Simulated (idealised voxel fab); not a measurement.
Name of the process module below: voxel gate over fins
Section cut is 215 nm wide and gridded with 5 nm square cells.
A cross-section is written here as square cells arranged in a grid, and it is given in bands from the top down, each band taking up one or more rows of cells. It is stipulated that each band's entry specify, in nanometres, the height of the top of the band and then that of its bottom, followed by the materials of the band in left-to-right sequence, each together with its width in nanometres. A single material marked by the word "all across" is understood to fill the band from edge to edge; the word "empty" is understood to denote empty space. Height is counted from the level 0, under which the received wafer is composed throughout of one material. The lowest of the bands is not closed at the bottom but continues downward, in the notation "0 -> down". You'd read "30 to 40" like this: the band's top row of cells is as wide as the first number, its bottom row is as wide as the second, and going down, every row changes width by the same amount as the row before did. Reading "stayed the same" for a step: not a cell of the cross-section changed in it. Basically, "Fully closed voids" tells you about the enclosed voids: empty spaces with no open way to the top, 8 cells or bigger, each written width x height at distance, where distance is from the left edge, all in nm. That trailing text on a step's line, after the settings, is the simulator's own remark on the step. overlay nm: step with mask; distance mask lay right of planned place; negative value = left of planned place.
Planned process steps:
- 1: RECEIVE,material Si
- 2: CONFORMAL_DEP,material SiN,thk nm 10
- 3: DIRECTIONAL_DEP,material aC,thk nm 10
- 4: PATTERN,tone cover,mask id FINS,material resist,width nm 15,pitch nm 40,thk nm 30,overlay nm 0
- 5: DIRECTIONAL_ETCH,etch materials aC,depth nm 10
- 6: STRIP,etch materials resist
- 7: DIRECTIONAL_ETCH,etch materials SiN,depth nm 10
- 8: DIRECTIONAL_ETCH,etch materials Si,depth nm 30
- 9: STRIP,etch materials aC
- 10: OXIDIZE,depth nm 5
- 11: FILL_DEP,material SiO2,thk nm 5
- 12: CMP,height nm 10
- 13: SELECTIVE_ETCH,etch materials SiO2,depth nm 20
- 14: STRIP,etch materials SiN
- 15: CONFORMAL_DEP,material HfO2,thk nm 5
- 16: CONFORMAL_DEP,material TiN,thk nm 5
- 17: FILL_DEP,material W,thk nm 10
- 18: CMP,height nm 15
- 19: CONFORMAL_DEP,material SiCN,thk nm 5
Wafer as received: cross-section following step 1:
  0 -> down | Si all across
  Fully closed voids: none
Post-module cross-section: identical start and plan to those above, one misstep in execution:
  20 -> 15 | SiCN all across
  15 -> 10 | W all across
  10 -> 5 | TiN=65, then W=5, then TiN=35, then W=5, then TiN=35, then W=5, then TiN=65
  5 -> 0 | HfO2=60, then TiN=5, then W=5, then TiN=5, then HfO2=25, then TiN=5, then W=5, then TiN=5, then HfO2=25, then TiN=5, then W=5, then TiN=5, then HfO2=60
  0 -> -5 | Si=55, then HfO2=5, then TiN=15, then HfO2=5, then Si=15, then HfO2=5, then TiN=15, then HfO2=5, then Si=15, then HfO2=5, then TiN=15, then HfO2=5, then Si=55
  -5 -> -10 | Si=55, then HfO2=25, then Si=15, then HfO2=25, then Si=15, then HfO2=25, then Si=55
  -10 -> -35 | Si=55, then SiO2=25, then Si=15, then SiO2=25, then Si=15, then SiO2=25, then Si=55
  -35 -> down | Si all across
  Fully closed voids: none
What broke from the plan during processing? step 4 was not run as planned; what actually ran was PATTERN,tone open,mask id FINS,material resist,width nm 15,pitch nm 40,thk nm 30,overlay nm 0
